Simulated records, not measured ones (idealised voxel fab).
You're looking at the process module voxel double patterning.
Section shown: cut. Width: 265 nm. Cell size: 5 nm, square.
A cross-section in this document is a grid of square cells, and it is written down as bands, the top band listed before the ones below it; a band is made up of one or more rows of cells.
The band entry comprises the height of the band's top followed by the height of its bottom, expressed in nm, and subsequently the band's materials from left to right, each stated together with its width in nm. Where a single material is marked with the word "everywhere", that material fills the band from edge to edge. The word "air" represents empty space.
Convention: height 0 is the level below which the wafer, as received, is all one material. The lowest band does not terminate at the bottom but continues downward, represented as "0 and below".
Per-row width for "30->40": begins at first number (top row of band), ends at second number (bottom row), increment between rows held constant.
The designation "all unchanged", where it is given for a processing step, indicates that no cell of the cross-section was altered in the course of that step.
"Closed cavities": sealed empty spaces, 8 cells or more, no open way to top, listed width x height at distance, with distance from the left edge and width, height and distance in nm.
Step line, after settings: the simulator's comment on this step.
On any step carrying a mask, the "overlay nm" setting, if present on the step's line, tells how far right of its planned place the mask lay; negative values point to the left.
# These are the steps we planned for the process
| 1 | RECEIVE with material Si |
| 2 | CONFORMAL_DEP with material SiO2, thk nm 5 |
| 3 | DIRECTIONAL_DEP with material W, thk nm 20 |
| 4 | DIRECTIONAL_DEP with material SiCN, thk nm 10 |
| 5 | PATTERN with tone open, mask id FIRST, material resist, width nm 15, pitch nm 50, thk nm 15, overlay nm 0 |
| 6 | DIRECTIONAL_ETCH with etch materials SiCN, depth nm 10 |
| 7 | STRIP with etch materials resist |
| 8 | PATTERN with tone open, mask id SECOND, material resist, width nm 15, thk nm 15, overlay nm 0 |
| 9 | DIRECTIONAL_ETCH with etch materials SiCN, depth nm 10 |
| 10 | STRIP with etch materials resist |
| 11 | DIRECTIONAL_ETCH with etch materials W, depth nm 20 |
| 12 | STRIP with etch materials SiCN |
# as received, after step 1
- 0 and below  Si everywhere
- Closed cavities: none
# Final cross-section, module run with one mistake (start and plan as above)
- 25 down to 5  100 W | 15 air | 10 W | 20 air | 5 W | 15 air | 100 W
- 5 down to 0  SiO2 everywhere
- 0 and below  Si everywhere
- Closed cavities: none
The mistake made against the process plan was this: step 8 deviated from plan and actually ran as PATTERN with tone open, mask id SECOND, material resist, width nm 20, thk nm 15, overlay nm 0
